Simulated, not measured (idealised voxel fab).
process module | voxel capacitor over wiring
cross-section cut | 245 nm wide | cells 5 nm
A cross-section is a grid of square cells, given in bands from the top down. A band is one or more rows of cells.
Each band's line starts with the height of the band's top and of its bottom, in nm. Then come its materials from left to right, each with its width in nm. One material with "throughout" fills the band from edge to edge. "air" is empty space.
Height 0 is the level under which the wafer as received is all one material. The lowest band goes on downwards, as in "0 down".
A width such as "30 to 40" changes by the same amount from each row of cells to the next, from the band's top row to its bottom row.
"no change" after a step means that no cell of the cross-section changed.
closed voids: empty space of 8 cells or more with no open way to the top, each as width x height at its distance from the left edge, in nm
after a step's settings: what the simulator itself notes on the step
overlay nm, on a step with a mask: how far to the right of its planned place the mask lay; to the left if negative
plan
1 op RECEIVE | material Si
2 op CONFORMAL_DEP | material SiO2 | thk nm 15
3 op DIRECTIONAL_DEP | material TiN | thk nm 5
4 op DIRECTIONAL_DEP | material Ru | thk nm 20
5 op PATTERN | tone cover | mask id METAL_1 | material resist | width nm 25 | pitch nm 75 | thk nm 20 | overlay nm 0
6 op DIRECTIONAL_ETCH | etch materials Ru | depth nm 20
7 op DIRECTIONAL_ETCH | etch materials TiN | depth nm 5
8 op STRIP | etch materials resist
9 op CONFORMAL_DEP | material SiCN | thk nm 5
10 op FILL_DEP | material SiO2 | thk nm 10
11 op CMP | height nm 40
12 op CONFORMAL_DEP | material SiCN | thk nm 5
13 op DIRECTIONAL_DEP | material lowk | thk nm 20
14 op MASKED_ETCH | tone open | mask id PLUG_1 | width nm 15 | etch materials lowk | depth nm 20 | overlay nm 0
15 op MASKED_ETCH | tone open | mask id PLUG_1 | width nm 15 | etch materials SiCN | depth nm 5 | overlay nm 0
16 op EPI | material Ru | thk nm 10
17 op EPI | material Ru | thk nm 10
18 op EPI | material Ru | thk nm 5
19 op DIRECTIONAL_DEP | material TiN | thk nm 10
20 op DIRECTIONAL_DEP | material SiN | thk nm 5
21 op DIRECTIONAL_DEP | material TiN | thk nm 5
22 op MASKED_ETCH | tone cover | mask id UPPER_PLATE | width nm 55 | etch materials TiN | depth nm 5 | overlay nm 0
23 op MASKED_ETCH | tone cover | mask id UPPER_PLATE | width nm 55 | etch materials SiN | depth nm 5 | overlay nm 0
24 op MASKED_ETCH | tone cover | mask id LOWER_PLATE | width nm 65 | etch materials TiN | depth nm 10 | overlay nm 0
25 op FILL_DEP | material SiO2 | thk nm 15
26 op CMP | height nm 95
27 op DIRECTIONAL_DEP | material aC | thk nm 10
28 op PATTERN | tone open | mask id PLUG_2 | material resist | width nm 15 | thk nm 25 | overlay nm 0
29 op DIRECTIONAL_ETCH | etch materials aC | depth nm 10
30 op STRIP | etch materials resist
31 op DIRECTIONAL_ETCH | etch materials SiO2 | depth nm 10
32 op STRIP | etch materials aC
33 op CONFORMAL_DEP | material TiN | thk nm 5
34 op FILL_DEP | material Cu | thk nm 10
35 op CMP | height nm 95
36 op CONFORMAL_DEP | material SiN | thk nm 5
as received, after step 1
  0 down: Si throughout
  closed voids: none
first wafer at the end, as planned
  100 to 95: SiN throughout
  95 to 90: SiO2 90 | TiN 5 | Cu 5 | TiN 5 | SiO2 140
  90 to 80: SiO2 90 to 80 | TiN 15 to 55 | SiO2 140 to 110
  80 to 75: SiO2 80 | SiN 55 | SiO2 110
  75 to 65: SiO2 75 | TiN 65 | SiO2 105
  65 to 45: lowk 80 | Ru 15 | lowk 150
  45 to 40: SiCN 80 | Ru 15 | SiCN 150
  40 to 20: SiO2 65 | SiCN 5 | Ru 25 | SiCN 5 | SiO2 40 | SiCN 5 | Ru 25 | SiCN 5 | SiO2 70
  20 to 15: SiCN 70 | TiN 25 | SiCN 50 | TiN 25 | SiCN 75
  15 to 0: SiO2 throughout
  0 down: Si throughout
  closed voids: none
second wafer at the end: like start, like plan, one mistake
  100 to 95: SiN throughout
  95 to 90: SiO2 90 | TiN 5 | Cu 5 | TiN 5 | SiO2 140
  90 to 80: SiO2 90 to 80 | TiN 15 | SiO2 140 to 150
  80 to 75: SiO2 80 | SiN 15 | SiO2 150
  75 to 65: SiO2 80 | TiN 15 | SiO2 150
  65 to 60: SiO2 80 | lowk 15 | TiN 40 | SiO2 110
  60 to 55: SiO2 80 | lowk 15 | SiN 40 | SiO2 110
  55 to 45: SiO2 75 | TiN 5 | lowk 15 | TiN 45 | SiO2 105
  45 to 40: SiCN throughout
  40 to 20: SiO2 65 | SiCN 5 | Ru 25 | SiCN 5 | SiO2 40 | SiCN 5 | Ru 25 | SiCN 5 | SiO2 70
  20 to 15: SiCN 70 | TiN 25 | SiCN 50 | TiN 25 | SiCN 75
  15 to 0: SiO2 throughout
  0 down: Si throughout
  closed voids: none
what went wrong: step 14 ran as: op MASKED_ETCH | tone cover | mask id PLUG_1 | width nm 15 | etch materials lowk | depth nm 20 | overlay nm 0
at the end the second wafer has, in cells: 15 fewer of Ru | 3 more of SiCN | 184 more of SiO2 | 172 fewer of lowk
